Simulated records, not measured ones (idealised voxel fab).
process module | voxel transistor to metal
FYI the section here is cut, 155 nm wide, cells are 5 nm squares.
Cross-section layout: square cells on a grid; listed as bands, top to bottom; a band spans one or more cell rows. Top, bottom (nm), then materials left to right with widths (nm); lone material tagged "throughout" fills the whole band edge to edge; "empty" = empty space. Heights are measured from 0, the level below which the as-received wafer is all one material; the lowest band has no bottom and continues downward, written as in "0 and below". With a width like "30 to 40", each row of cells in the band differs from the next by the same amount, the top row carrying the first number and the bottom row the second. No cell of the cross-section changed in a step that is given as "no change occurred". Basically, "Voids, enclosed" tells you about the enclosed voids: empty spaces with no open way to the top, 8 cells or bigger, each written width x height at distance, where distance is from the left edge, all in nm. Text after the settings on a step's line: the simulator's own remark on that step. On any step carrying a mask, the "overlay nm" setting, if present on the step's line, tells how far right of its planned place the mask lay; negative values point to the left.
**The planned process steps are enumerated hereunder**
1) RECEIVE, material Si
2) OXIDIZE, depth nm 5
3) CONFORMAL_DEP, material SiN, thk nm 15
4) DIRECTIONAL_DEP, material aC, thk nm 10
5) PATTERN, tone cover, mask id ACTIVE, material resist, width nm 105, thk nm 25, overlay nm 0
6) DIRECTIONAL_ETCH, etch materials aC, depth nm 10
7) STRIP, etch materials resist
8) DIRECTIONAL_ETCH, etch materials SiN, depth nm 15
9) DIRECTIONAL_ETCH, etch materials SiO2, depth nm 5
10) DIRECTIONAL_ETCH, etch materials Si, depth nm 30
11) STRIP, etch materials aC
12) OXIDIZE, depth nm 5
13) FILL_DEP, material SiO2, thk nm 15
14) CMP, height nm 15
15) SELECTIVE_ETCH, etch materials SiO2, depth nm 15
16) STRIP, etch materials SiN
17) SELECTIVE_ETCH, etch materials SiO2, depth nm 5
18) OXIDIZE, depth nm 5
19) DIRECTIONAL_DEP, material polySi, thk nm 25
20) DIRECTIONAL_DEP, material SiCN, thk nm 10
21) PATTERN, tone cover, mask id GATE, material resist, width nm 15, thk nm 15, overlay nm 0
22) DIRECTIONAL_ETCH, etch materials SiCN, depth nm 20
23) DIRECTIONAL_ETCH, etch materials polySi, depth nm 35
24) STRIP, etch materials resist
25) CONFORMAL_DEP, material SiN, thk nm 10
26) DIRECTIONAL_ETCH, etch materials SiN, depth nm 10
27) DIRECTIONAL_ETCH, etch materials SiO2, depth nm 5
28) EPI, material nSi, thk nm 5
29) FILL_DEP, material SiO2, thk nm 10
30) CMP, height nm 30
31) DIRECTIONAL_DEP, material SiO2, thk nm 10
32) PATTERN, tone open, mask id CONTACT, material resist, width nm 30, pitch nm 55, thk nm 20, overlay nm 0
33) DIRECTIONAL_ETCH, etch materials SiO2, depth nm 45
34) STRIP, etch materials resist
35) CONFORMAL_DEP, material TiN, thk nm 5
36) FILL_DEP, material Ru, thk nm 5
37) CMP, height nm 40
38) DIRECTIONAL_DEP, material TiN, thk nm 5
39) DIRECTIONAL_DEP, material Ru, thk nm 15
40) PATTERN, tone cover, mask id METAL_1, material resist, width nm 20, pitch nm 65, thk nm 15, overlay nm -15
41) DIRECTIONAL_ETCH, etch materials Ru, depth nm 15
42) DIRECTIONAL_ETCH, etch materials TiN, depth nm 5
43) STRIP, etch materials resist
44) CONFORMAL_DEP, material SiN, thk nm 5
45) FILL_DEP, material SiO2, thk nm 5
46) CMP, height nm 60
47) CONFORMAL_DEP, material SiCN, thk nm 5
48) DIRECTIONAL_DEP, material SiO2, thk nm 35
49) DIRECTIONAL_DEP, material aC, thk nm 10
50) PATTERN, tone open, mask id METAL_2_HOLES, material resist, width nm 15, pitch nm 65, thk nm 30, overlay nm 0
51) DIRECTIONAL_ETCH, etch materials aC, depth nm 10
52) STRIP, etch materials resist
53) DIRECTIONAL_ETCH, etch materials SiO2, depth nm 35
54) STRIP, etch materials aC
55) DIRECTIONAL_DEP, material aC, thk nm 15
56) PATTERN, tone open, mask id METAL_2, material resist, width nm 20, pitch nm 65, thk nm 35, overlay nm 0
57) DIRECTIONAL_ETCH, etch materials aC, depth nm 15
58) STRIP, etch materials resist
59) DIRECTIONAL_ETCH, etch materials SiO2, depth nm 20
60) DIRECTIONAL_ETCH, etch materials SiCN, depth nm 5
61) STRIP, etch materials aC
62) CONFORMAL_DEP, material TiN, thk nm 5
63) FILL_DEP, material Ru, thk nm 5
64) CMP, height nm 100
65) CONFORMAL_DEP, material SiN, thk nm 5
For this document, wafers share an identical start and vary in the step 40 overlay nm; the plan quotes the first wafer's value.
**Cross-section: the first of several wafers in its as-received state, i.e. following step 1**
0 and below | Si throughout
Voids, enclosed: none
**Here's the first of several wafers in cross-section, end of the module, after the last step, step 65**
105 down to 100 | SiN throughout
100 down to 85 | SiO2: 35 | TiN: 5 | Ru: 10 | TiN: 5 | SiO2: 45 | TiN: 5 | Ru: 10 | TiN: 5 | SiO2: 35
85 down to 80 | SiO2: 35 | TiN: 5 | Ru: 5 | TiN: 10 | SiO2: 45 | TiN: 5 | Ru: 5 | TiN: 10 | SiO2: 35
80 down to 65 | SiO2: 35 | TiN: 5 | Ru: 5 | TiN: 5 | SiO2: 50 | TiN: 5 | Ru: 5 | TiN: 5 | SiO2: 40
65 down to 60 | SiCN: 35 | TiN: 15 | SiCN: 50 | TiN: 15 | SiCN: 40
60 down to 45 | SiO2: 15 | SiN: 5 | Ru: 20 | SiN: 5 | SiO2: 35 | SiN: 5 | Ru: 20 | SiN: 5 | SiO2: 45
45 down to 40 | SiN: 20 | TiN: 20 | SiN: 45 | TiN: 20 | SiN: 50
40 down to 30 | SiO2: 35 | TiN: 5 | Ru: 20 to 15 | TiN: 5 to 10 | SiO2: 25 | TiN: 5 to 10 | Ru: 20 to 15 | TiN: 5 | SiO2: 35
30 down to 20 | SiO2: 35 | TiN: 5 | Ru: 15 | TiN: 5 | SiN: 10 | SiCN: 15 | SiN: 10 | TiN: 5 | Ru: 15 | TiN: 5 | SiO2: 35
20 down to 0 | SiO2: 35 | TiN: 5 | Ru: 15 | TiN: 5 | SiN: 10 | polySi: 15 | SiN: 10 | TiN: 5 | Ru: 15 | TiN: 5 | SiO2: 35
0 down to -5 | SiO2: 35 | TiN: 25 | SiN: 10 | polySi: 15 | SiN: 10 | TiN: 25 | SiO2: 35
-5 down to -10 | SiO2: 25 | nSi: 35 | SiO2: 35 | nSi: 35 | SiO2: 25
-10 down to -40 | SiO2: 30 | Si: 95 | SiO2: 30
-40 and below | Si throughout
Voids, enclosed: none
**last wafer at the end**
105 down to 100 | SiN throughout
100 down to 85 | SiO2: 35 | TiN: 5 | Ru: 10 | TiN: 5 | SiO2: 45 | TiN: 5 | Ru: 10 | TiN: 5 | SiO2: 35
85 down to 80 | SiO2: 35 | TiN: 5 | Ru: 5 | TiN: 10 | SiO2: 45 | TiN: 5 | Ru: 5 | TiN: 10 | SiO2: 35
80 down to 65 | SiO2: 35 | TiN: 5 | Ru: 5 | TiN: 5 | SiO2: 50 | TiN: 5 | Ru: 5 | TiN: 5 | SiO2: 40
65 down to 60 | SiCN: 35 | TiN: 15 | SiCN: 50 | TiN: 15 | SiCN: 40
60 down to 45 | SiO2: 45 | SiN: 5 | Ru: 20 | SiN: 5 | SiO2: 35 | SiN: 5 | Ru: 20 | SiN: 5 | SiO2: 15
45 down to 40 | SiN: 50 | TiN: 20 | SiN: 45 | TiN: 20 | SiN: 20
40 down to 30 | SiO2: 35 | TiN: 5 | Ru: 20 to 15 | TiN: 5 to 10 | SiO2: 25 | TiN: 5 to 10 | Ru: 20 to 15 | TiN: 5 | SiO2: 35
30 down to 20 | SiO2: 35 | TiN: 5 | Ru: 15 | TiN: 5 | SiN: 10 | SiCN: 15 | SiN: 10 | TiN: 5 | Ru: 15 | TiN: 5 | SiO2: 35
20 down to 0 | SiO2: 35 | TiN: 5 | Ru: 15 | TiN: 5 | SiN: 10 | polySi: 15 | SiN: 10 | TiN: 5 | Ru: 15 | TiN: 5 | SiO2: 35
0 down to -5 | SiO2: 35 | TiN: 25 | SiN: 10 | polySi: 15 | SiN: 10 | TiN: 25 | SiO2: 35
-5 down to -10 | SiO2: 25 | nSi: 35 | SiO2: 35 | nSi: 35 | SiO2: 25
-10 down to -40 | SiO2: 30 | Si: 95 | SiO2: 30
-40 and below | Si throughout
Voids, enclosed: none
**Here is how to read the rows: every wafer has a row, and it shows the wafer at the end of the module, giving for each material how many cells were gained (+) or lost (-) since the wafer was received, then listing its closed voids**
overlay nm -15; +94 Ru; -134 Si; +31 SiCN; +94 SiN; +449 SiO2; +88 TiN; +14 nSi; +15 polySi; Voids, enclosed: none
overlay nm -10; +94 Ru; -134 Si; +31 SiCN; +94 SiN; +449 SiO2; +88 TiN; +14 nSi; +15 polySi; Voids, enclosed: none
overlay nm -5; +94 Ru; -134 Si; +31 SiCN; +94 SiN; +449 SiO2; +88 TiN; +14 nSi; +15 polySi; Voids, enclosed: none
overlay nm 0; +94 Ru; -134 Si; +31 SiCN; +94 SiN; +449 SiO2; +88 TiN; +14 nSi; +15 polySi; Voids, enclosed: none
overlay nm 5; +94 Ru; -134 Si; +31 SiCN; +94 SiN; +449 SiO2; +88 TiN; +14 nSi; +15 polySi; Voids, enclosed: none
overlay nm 10; +94 Ru; -134 Si; +31 SiCN; +94 SiN; +449 SiO2; +88 TiN; +14 nSi; +15 polySi; Voids, enclosed: none
overlay nm 15; +94 Ru; -134 Si; +31 SiCN; +94 SiN; +449 SiO2; +88 TiN; +14 nSi; +15 polySi; Voids, enclosed: none
